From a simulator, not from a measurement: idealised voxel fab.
process module | voxel ribs on slabs
cross-section cut | 170 nm wide | cells 5 nm
A cross-section is a grid of square cells, given in bands from the top down. A band is one or more rows of cells.
Each band's line starts with the height of the band's top and of its bottom, in nm. Then come its materials from left to right, each with its width in nm. One material with "throughout" fills the band from edge to edge. "air" is empty space.
Height 0 is the level under which the wafer as received is all one material. The lowest band goes on downwards, as in "0 down".
A width such as "30 to 40" changes by the same amount from each row of cells to the next, from the band's top row to its bottom row.
"no change" after a step means that no cell of the cross-section changed.
closed voids: empty space of 8 cells or more with no open way to the top, each as width x height at its distance from the left edge, in nm
after a step's settings: what the simulator itself notes on the step
overlay nm, on a step with a mask: how far to the right of its planned place the mask lay; to the left if negative
plan
1 op RECEIVE | material Si
2 op DIRECTIONAL_DEP | material SiO2 | thk nm 30
3 op DIRECTIONAL_DEP | material polySi | thk nm 25
4 op DIRECTIONAL_DEP | material aC | thk nm 10
5 op PATTERN | tone cover | mask id RIB | material resist | width nm 25 | thk nm 30 | overlay nm 0
6 op DIRECTIONAL_ETCH | etch materials aC | depth nm 10
7 op STRIP | etch materials resist
8 op DIRECTIONAL_ETCH | etch materials polySi | depth nm 10
9 op STRIP | etch materials aC
10 op MASKED_ETCH | tone cover | mask id SLAB | width nm 55 | etch materials polySi | depth nm 15 | overlay nm 0
11 op FILL_DEP | material SiO2 | thk nm 25
12 op CMP | height nm 75
13 op DIRECTIONAL_DEP | material W | thk nm 10
14 op DIRECTIONAL_DEP | material aC | thk nm 15
15 op PATTERN | tone cover | mask id HEATER | material resist | width nm 35 | thk nm 30 | overlay nm 0
16 op DIRECTIONAL_ETCH | etch materials aC | depth nm 15
17 op STRIP | etch materials resist
18 op DIRECTIONAL_ETCH | etch materials W | depth nm 10
19 op STRIP | etch materials aC
20 op CONFORMAL_DEP | material SiO2 | thk nm 5
as received, after step 1
  0 down: Si throughout
  closed voids: none
first wafer at the end, as planned
  90 to 85: air 60 | SiO2 45 | air 65
  85 to 80: air 60 | SiO2 5 | W 35 | SiO2 5 | air 65
  80 to 75: SiO2 65 | W 35 | SiO2 70
  75 to 55: SiO2 throughout
  55 to 45: SiO2 70 | polySi 25 | SiO2 75
  45 to 30: SiO2 55 | polySi 55 | SiO2 60
  30 to 0: SiO2 throughout
  0 down: Si throughout
  closed voids: none
second wafer at the end: like start, like plan, one mistake
  90 to 85: air 60 | SiO2 45 | air 65
  85 to 80: air 60 | SiO2 5 | W 35 | SiO2 5 | air 65
  80 to 75: SiO2 65 | W 35 | SiO2 70
  75 to 55: SiO2 throughout
  55 to 45: SiO2 55 | polySi 15 | SiO2 25 | polySi 15 | SiO2 60
  45 to 40: SiO2 55 | polySi 55 | SiO2 60
  40 to 30: polySi throughout
  30 to 0: SiO2 throughout
  0 down: Si throughout
  closed voids: none
what went wrong: step 5 ran as: op PATTERN | tone open | mask id RIB | material resist | width nm 25 | thk nm 30 | overlay nm 0
at the end the second wafer has, in cells: 48 fewer of SiO2 | 48 more of polySi
